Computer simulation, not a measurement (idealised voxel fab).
process module | voxel wiring stack
cross-section cut | 260 nm wide | cells 5 nm
A cross-section is a grid of square cells, given in bands from the top down. A band is one or more rows of cells.
Each band's line starts with the height of the band's top and of its bottom, in nm. Then come its materials from left to right, each with its width in nm. One material with "throughout" fills the band from edge to edge. "air" is empty space.
Height 0 is the level under which the wafer as received is all one material. The lowest band goes on downwards, as in "0 down".
A width such as "30 to 40" changes by the same amount from each row of cells to the next, from the band's top row to its bottom row.
"no change" after a step means that no cell of the cross-section changed.
closed voids: empty space of 8 cells or more with no open way to the top, each as width x height at its distance from the left edge, in nm
after a step's settings: what the simulator itself notes on the step
overlay nm, on a step with a mask: how far to the right of its planned place the mask lay; to the left if negative
plan
1 op RECEIVE | material Si
2 op CONFORMAL_DEP | material SiO2 | thk nm 10
3 op CONFORMAL_DEP | material SiCN | thk nm 5
4 op DIRECTIONAL_DEP | material SiO2 | thk nm 25
5 op MASKED_ETCH | tone open | mask id METAL_1 | width nm 30 | pitch nm 55 | etch materials SiO2 | depth nm 25 | overlay nm 0
6 op MASKED_ETCH | tone open | mask id METAL_1 | width nm 30 | pitch nm 55 | etch materials SiCN | depth nm 5 | overlay nm 0
7 op CONFORMAL_DEP | material TiN | thk nm 5
8 op FILL_DEP | material Cu | thk nm 5
9 op CMP | height nm 40
10 op CONFORMAL_DEP | material SiCN | thk nm 5
11 op DIRECTIONAL_DEP | material SiO2 | thk nm 35
12 op PATTERN | tone open | mask id METAL_2_HOLES | material resist | width nm 15 | pitch nm 55 | thk nm 15 | overlay nm 0
13 op DIRECTIONAL_ETCH | etch materials SiO2 | depth nm 35
14 op STRIP | etch materials resist
15 op PATTERN | tone open | mask id METAL_2 | material resist | width nm 30 | pitch nm 55 | thk nm 20 | overlay nm 0
16 op DIRECTIONAL_ETCH | etch materials SiO2 | depth nm 20
17 op DIRECTIONAL_ETCH | etch materials SiCN | depth nm 5
18 op STRIP | etch materials resist
19 op CONFORMAL_DEP | material TiN | thk nm 5
20 op FILL_DEP | material Ru | thk nm 5
21 op CMP | height nm 80
22 op CONFORMAL_DEP | material SiCN | thk nm 5
23 op DIRECTIONAL_DEP | material SiO2 | thk nm 25
24 op PATTERN | tone open | mask id METAL_3 | material resist | width nm 30 | pitch nm 55 | thk nm 15 | overlay nm 0
25 op DIRECTIONAL_ETCH | etch materials SiO2 | depth nm 15
26 op STRIP | etch materials resist
27 op PATTERN | tone open | mask id METAL_3_HOLES | material resist | width nm 15 | pitch nm 55 | thk nm 20 | overlay nm 0
28 op DIRECTIONAL_ETCH | etch materials SiO2 | depth nm 10
29 op DIRECTIONAL_ETCH | etch materials SiCN | depth nm 5
30 op STRIP | etch materials resist
31 op CONFORMAL_DEP | material TiN | thk nm 5
32 op FILL_DEP | material Ru | thk nm 5
33 op CMP | height nm 110
34 op CONFORMAL_DEP | material SiCN | thk nm 5
as received, after step 1
  0 down: Si throughout
  closed voids: none
a wafer at the end: this start, this plan, one mistake
  115 to 110: SiCN throughout
  110 to 100: SiO2 30 | TiN 5 | Ru 20 | TiN 5 | SiO2 25 | TiN 5 | Ru 20 | TiN 5 | SiO2 25 | TiN 5 | Ru 20 | TiN 5 | SiO2 25 | TiN 5 | Ru 20 | TiN 5 | SiO2 35
  100 to 95: SiO2 30 | TiN 5 | Ru 5 | TiN 20 | SiO2 25 | TiN 5 | Ru 5 | TiN 20 | SiO2 25 | TiN 5 | Ru 5 | TiN 20 | SiO2 25 | TiN 5 | Ru 5 | TiN 20 | SiO2 35
  95 to 85: SiO2 30 | TiN 5 | Ru 5 | TiN 5 | SiO2 40 | TiN 5 | Ru 5 | TiN 5 | SiO2 40 | TiN 5 | Ru 5 | TiN 5 | SiO2 40 | TiN 5 | Ru 5 | TiN 5 | SiO2 50
  85 to 80: SiCN 30 | TiN 15 | SiCN 40 | TiN 15 | SiCN 40 | TiN 15 | SiCN 40 | TiN 15 | SiCN 50
  80 to 65: SiO2 30 | TiN 5 | Ru 20 | TiN 5 | SiO2 25 | TiN 5 | Ru 20 | TiN 5 | SiO2 25 | TiN 5 | Ru 20 | TiN 5 | SiO2 25 | TiN 5 | Ru 20 | TiN 5 | SiO2 35
  65 to 60: SiO2 30 | TiN 5 | Ru 5 | TiN 20 | SiO2 25 | TiN 5 | Ru 5 | TiN 20 | SiO2 25 | TiN 5 | Ru 5 | TiN 20 | SiO2 25 | TiN 5 | Ru 5 | TiN 20 | SiO2 35
  60 to 45: SiO2 30 | TiN 5 | Ru 5 | TiN 5 | SiO2 40 | TiN 5 | Ru 5 | TiN 5 | SiO2 40 | TiN 5 | Ru 5 | TiN 5 | SiO2 40 | TiN 5 | Ru 5 | TiN 5 | SiO2 50
  45 to 40: SiCN 30 | TiN 15 | SiCN 40 | TiN 15 | SiCN 40 | TiN 15 | SiCN 40 | TiN 15 | SiCN 50
  40 to 35: Cu throughout
  35 to 30: TiN 35 | Cu 20 | TiN 35 | Cu 20 | TiN 35 | Cu 20 | TiN 35 | Cu 20 | TiN 40
  30 to 15: SiO2 30 | TiN 5 | Cu 20 | TiN 5 | SiO2 25 | TiN 5 | Cu 20 | TiN 5 | SiO2 25 | TiN 5 | Cu 20 | TiN 5 | SiO2 25 | TiN 5 | Cu 20 | TiN 5 | SiO2 35
  15 to 10: SiCN 30 | TiN 30 | SiCN 25 | TiN 30 | SiCN 25 | TiN 30 | SiCN 25 | TiN 30 | SiCN 35
  10 to 0: SiO2 throughout
  0 down: Si throughout
  closed voids: none
what went wrong: step 4 ran as: op DIRECTIONAL_DEP | material SiO2 | thk nm 15
